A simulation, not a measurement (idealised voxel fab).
process module | voxel local oxidation
cross-section cut | 280 nm wide | cells 5 nm
A cross-section is a grid of square cells, given in bands from the top down. A band is one or more rows of cells.
Each band's line starts with the height of the band's top and of its bottom, in nm. Then come its materials from left to right, each with its width in nm. One material with "throughout" fills the band from edge to edge. "air" is empty space.
Height 0 is the level under which the wafer as received is all one material. The lowest band goes on downwards, as in "0 down".
A width such as "30 to 40" changes by the same amount from each row of cells to the next, from the band's top row to its bottom row.
"no change" after a step means that no cell of the cross-section changed.
closed voids: empty space of 8 cells or more with no open way to the top, each as width x height at its distance from the left edge, in nm
after a step's settings: what the simulator itself notes on the step
overlay nm, on a step with a mask: how far to the right of its planned place the mask lay; to the left if negative
plan
1 op RECEIVE | material Si
2 op CONFORMAL_DEP | material SiO2 | thk nm 5
3 op CONFORMAL_DEP | material SiN | thk nm 10
4 op DIRECTIONAL_DEP | material aC | thk nm 15
5 op PATTERN | tone cover | mask id ACTIVE | material resist | width nm 90 | thk nm 35 | overlay nm 0
6 op DIRECTIONAL_ETCH | etch materials aC | depth nm 15
7 op STRIP | etch materials resist
8 op DIRECTIONAL_ETCH | etch materials SiN | depth nm 10
9 op STRIP | etch materials aC
10 op SELECTIVE_ETCH | etch materials SiO2 | depth nm 5
11 op OXIDIZE | depth nm 15
12 op STRIP | etch materials SiN
first wafer, as planned
as received, after step 1
  0 down: Si throughout
  closed voids: none
after step 2
  5 to 0: SiO2 throughout
  below 0: unchanged
after step 3
  15 to 5: SiN throughout
  below 5: unchanged
after step 4
  30 to 15: aC throughout
  below 15: unchanged
after step 5
  65 to 30: air 95 | resist 90 | air 95
  below 30: unchanged
after step 6
  50 to 30: air 95 | resist 90 | air 95
  30 to 15: air 95 | aC 90 | air 95
  below 15: unchanged
after step 7
  30 to 15: air 95 | aC 90 | air 95
  below 15: unchanged
after step 8
  30 to 15: air 95 | aC 90 | air 95
  15 to 5: air 95 | SiN 90 | air 95
  below 5: unchanged
after step 9
  15 to 5: air 95 | SiN 90 | air 95
  below 5: unchanged
after step 10
  15 to 5: air 95 | SiN 90 | air 95
  5 to 0: air 100 | SiO2 80 | air 100
  below 0: unchanged
after step 11
  15 to 5: air 95 | SiN 90 | air 95
  5 to 0: air 100 | SiO2 80 | air 100
  0 to -15: SiO2 115 | Si 50 | SiO2 115
  below -15: unchanged
after step 12
  5 to 0: air 100 | SiO2 80 | air 100
  below 0: unchanged
second wafer: like start, like plan, one mistake. Through step 6 it matches the first wafer
when step 7 should have ended
  50 to 30: air 95 | resist 90 | air 95
  30 to 15: air 95 | aC 90 | air 95
  15 to 5: air 95 | SiN 90 | air 95
  below 5: unchanged
when step 8 should have ended
  30 to 15: air 95 | aC 90 | air 95
  below 15: unchanged
when step 9 should have ended
  15 to 5: air 95 | SiN 90 | air 95
  below 5: unchanged
when step 10 should have ended
  15 to 5: air 95 | SiN 90 | air 95
  5 to 0: air 100 | SiO2 80 | air 100
  below 0: unchanged
when step 11 should have ended
  15 to 5: air 95 | SiN 90 | air 95
  5 to 0: air 100 | SiO2 80 | air 100
  0 to -15: SiO2 115 | Si 50 | SiO2 115
  below -15: unchanged
when step 12 should have ended
  5 to 0: air 100 | SiO2 80 | air 100
  below 0: unchanged
what went wrong: steps 7 and 8 were swapped
at the end the two cross-sections are the same: no effect in what this model computes
